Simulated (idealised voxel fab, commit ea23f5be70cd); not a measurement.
Proc. module: voxel wiring stack
cross-section cut | 205 nm wide | cells 5 nm
In this document a cross-section is written as a grid of square cells. It is given as a series of bands, listed from the top down, and a band is one or more rows of cells. Heights first: top, then bottom, in nm. Then materials, left to right, each with a width in nm. "throughout" on a single material: fills the band edge to edge. "air": empty space. A quick word on heights: they are counted from 0, and under that level the wafer as it came to us is one material throughout. The lowest band is different from the rest in having no bottom; it simply continues downward, written as in "0 nm and below". With a width like "30->40", each row of cells in the band differs from the next by the same amount, the top row carrying the first number and the bottom row the second. Take "identical to before" at face value: in the step it is given for, the cross-section changed in none of its cells. In "Closed void register" the enclosed voids are listed, meaning empty spaces of 8 cells or larger without any opening to the top. The form is width x height at distance, distance from the left edge, units nm. Anything after a step's settings on that line? It's the simulator's own note about the step. "overlay nm" denotes, for a step that has a mask, the displacement of the mask to the right of its planned place, with negative values corresponding to the left.
# Intended process steps
1. op RECEIVE | material Si
2. op CONFORMAL_DEP | material SiO2 | thk nm 10
3. op DIRECTIONAL_DEP | material TiN | thk nm 5
4. op DIRECTIONAL_DEP | material Ru | thk nm 25
5. op PATTERN | tone cover | mask id METAL_1 | material resist | width nm 20 | pitch nm 50 | thk nm 20 | overlay nm 0
6. op DIRECTIONAL_ETCH | etch materials Ru | depth nm 25
7. op DIRECTIONAL_ETCH | etch materials TiN | depth nm 5
8. op STRIP | etch materials resist
9. op FILL_DEP | material SiO2 | thk nm 10
10. op CMP | height nm 40
11. op CONFORMAL_DEP | material SiCN | thk nm 5
12. op DIRECTIONAL_DEP | material SiO2 | thk nm 15
13. op MASKED_ETCH | tone open | mask id PLUG_1 | width nm 15 | pitch nm 50 | etch materials SiO2 | depth nm 15 | overlay nm 0
14. op MASKED_ETCH | tone open | mask id PLUG_1 | width nm 15 | pitch nm 50 | etch materials SiCN | depth nm 5 | overlay nm 0
15. op CONFORMAL_DEP | material TiN | thk nm 5
16. op FILL_DEP | material Cu | thk nm 5
17. op CMP | height nm 60
18. op CONFORMAL_DEP | material SiN | thk nm 5
19. op DIRECTIONAL_DEP | material SiO2 | thk nm 25
20. op DIRECTIONAL_DEP | material aC | thk nm 10
21. op PATTERN | tone open | mask id METAL_2 | material resist | width nm 30 | pitch nm 50 | thk nm 25 | overlay nm 0
22. op DIRECTIONAL_ETCH | etch materials aC | depth nm 10
23. op STRIP | etch materials resist
24. op DIRECTIONAL_ETCH | etch materials SiO2 | depth nm 25
25. op DIRECTIONAL_ETCH | etch materials SiN | depth nm 5
26. op STRIP | etch materials aC
27. op CONFORMAL_DEP | material TiN | thk nm 5
28. op FILL_DEP | material Cu | thk nm 5
29. op CMP | height nm 90
30. op CONFORMAL_DEP | material SiCN | thk nm 5
Wafers differ in width nm at step 5; plan lists the first wafer's value; identical starting state.
# The first of several wafers as received, shown in cross-section; this is its state after step 1
* 0 nm and below = Si throughout
* Closed void register: none
# Here is the cross-section of the first of several wafers at the end of the module, after its last step, step 30
* 95 nm to 90 nm = SiCN throughout
* 90 nm to 65 nm = SiO2 (35) | TiN (5) | Cu (20) | TiN (5) | SiO2 (20) | TiN (5) | Cu (20) | TiN (5) | SiO2 (20) | TiN (5) | Cu (20) | TiN (5) | SiO2 (40)
* 65 nm to 60 nm = SiN (35) | TiN (30) | SiN (20) | TiN (30) | SiN (20) | TiN (30) | SiN (40)
* 60 nm to 45 nm = SiO2 (35) | TiN (5) | Cu (5) | TiN (5) | SiO2 (35) | TiN (5) | Cu (5) | TiN (5) | SiO2 (35) | TiN (5) | Cu (5) | TiN (5) | SiO2 (55)
* 45 nm to 40 nm = SiCN (35) | TiN (15) | SiCN (35) | TiN (15) | SiCN (35) | TiN (15) | SiCN (55)
* 40 nm to 15 nm = SiO2 (40) | Ru (20) | SiO2 (30) | Ru (20) | SiO2 (30) | Ru (20) | SiO2 (45)
* 15 nm to 10 nm = SiO2 (40) | TiN (20) | SiO2 (30) | TiN (20) | SiO2 (30) | TiN (20) | SiO2 (45)
* 10 nm to 0 nm = SiO2 throughout
* 0 nm and below = Si throughout
* Closed void register: none
# Sectional view of the last wafer upon completion of the module
* 95 nm to 90 nm = SiCN throughout
* 90 nm to 65 nm = SiO2 (35) | TiN (5) | Cu (20) | TiN (5) | SiO2 (20) | TiN (5) | Cu (20) | TiN (5) | SiO2 (20) | TiN (5) | Cu (20) | TiN (5) | SiO2 (40)
* 65 nm to 60 nm = SiN (35) | TiN (30) | SiN (20) | TiN (30) | SiN (20) | TiN (30) | SiN (40)
* 60 nm to 45 nm = SiO2 (35) | TiN (5) | Cu (5) | TiN (5) | SiO2 (35) | TiN (5) | Cu (5) | TiN (5) | SiO2 (35) | TiN (5) | Cu (5) | TiN (5) | SiO2 (55)
* 45 nm to 40 nm = SiCN (35) | TiN (15) | SiCN (35) | TiN (15) | SiCN (35) | TiN (15) | SiCN (55)
* 40 nm to 15 nm = SiO2 (35) | Ru (35) | SiO2 (15) | Ru (35) | SiO2 (15) | Ru (35) | SiO2 (35)
* 15 nm to 10 nm = SiO2 (35) | TiN (35) | SiO2 (15) | TiN (35) | SiO2 (15) | TiN (35) | SiO2 (35)
* 10 nm to 0 nm = SiO2 throughout
* 0 nm and below = Si throughout
* Closed void register: none
# Below is a per-wafer table. In it, each row describes the wafer at the end of the module by giving, for each material, the number of cells gained (+) or lost (-) since the wafer was received, and after that the closed voids of the wafer
width nm 20, +69 Cu, +60 Ru, +73 SiCN, +23 SiN, +467 SiO2, +87 TiN, Closed void register: none
width nm 25, +69 Cu, +75 Ru, +73 SiCN, +23 SiN, +449 SiO2, +90 TiN, Closed void register: none
width nm 30, +69 Cu, +90 Ru, +73 SiCN, +23 SiN, +431 SiO2, +93 TiN, Closed void register: none
width nm 35, +69 Cu, +105 Ru, +73 SiCN, +23 SiN, +413 SiO2, +96 TiN, Closed void register: none
